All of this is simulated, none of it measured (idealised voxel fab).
The process module presented herein is designated voxel tone inversion.
Shown is cross-section cut, with a width of 230 nm and square cells of size 5 nm.
Cross-section format: a grid of square cells, given as bands from top to bottom; each band is one or more rows of cells. It is stipulated that each band's entry specify, in nanometres, the height of the top of the band and then that of its bottom, followed by the materials of the band in left-to-right sequence, each together with its width in nanometres. A single material marked by the word "all across" is understood to fill the band from edge to edge; the word "blank" is understood to denote empty space. Beneath 0, the wafer as received is one material, and that level is where height counting begins. The lowest band goes on downward without a bottom; it is written like "0 nm and below". Note: "30->40" means the width goes from the first number (top row of the band) to the second number (bottom row) in equal steps per row of cells. When a step is marked "no change occurred", none of the cells in the cross-section changed during that step. "Sealed voids" means: voids of 8 cells or more that are shut off from the top with no open way through. Written width x height at distance, distance from the left edge, in nm. On a step's line, text after the settings is the simulator commenting on that step. The line of a step may include "overlay nm". On a step with a mask, this value is how far to the right of its planned place the mask lay. A negative value means the mask lay to the left.
-- List of planned process steps
1,RECEIVE, material Si
2,CONFORMAL_DEP, material SiN, thk nm 5
3,DIRECTIONAL_DEP, material aC, thk nm 20
4,PATTERN, tone cover, mask id POSTS, material resist, width nm 25, pitch nm 45, thk nm 30, overlay nm 0
5,DIRECTIONAL_ETCH, etch materials aC, depth nm 20
6,STRIP, etch materials resist
7,FILL_DEP, material SiO2, thk nm 5
8,CMP, height nm 25
9,STRIP, etch materials aC
-- Cross-section of the wafer at receipt, which is the condition after step 1
> 0 nm and below | Si all across
> Sealed voids: none
-- End-of-module cross-section of the first of two wafers, processed as planned
> 25 nm to 5 nm | SiO2=80  blank=25  SiO2=20  blank=25  SiO2=80
> 5 nm to 0 nm | SiN all across
> 0 nm and below | Si all across
> Sealed voids: none
-- Cross-section at end of module for the second wafer of two, which matched the first in starting point and plan and differed by one mistake in its processing
> 25 nm to 5 nm | SiO2=85  blank=20  SiO2=25  blank=20  SiO2=80
> 5 nm to 0 nm | SiN all across
> 0 nm and below | Si all across
> Sealed voids: none
Heads up, the wafer didn't run the way we planned it: step 4 ran as: PATTERN, tone cover, mask id POSTS, material resist, width nm 20, pitch nm 45, thk nm 30, overlay nm 0
Final difference in cells, second wafer against first, listed per material as more or fewer: SiO2 +8
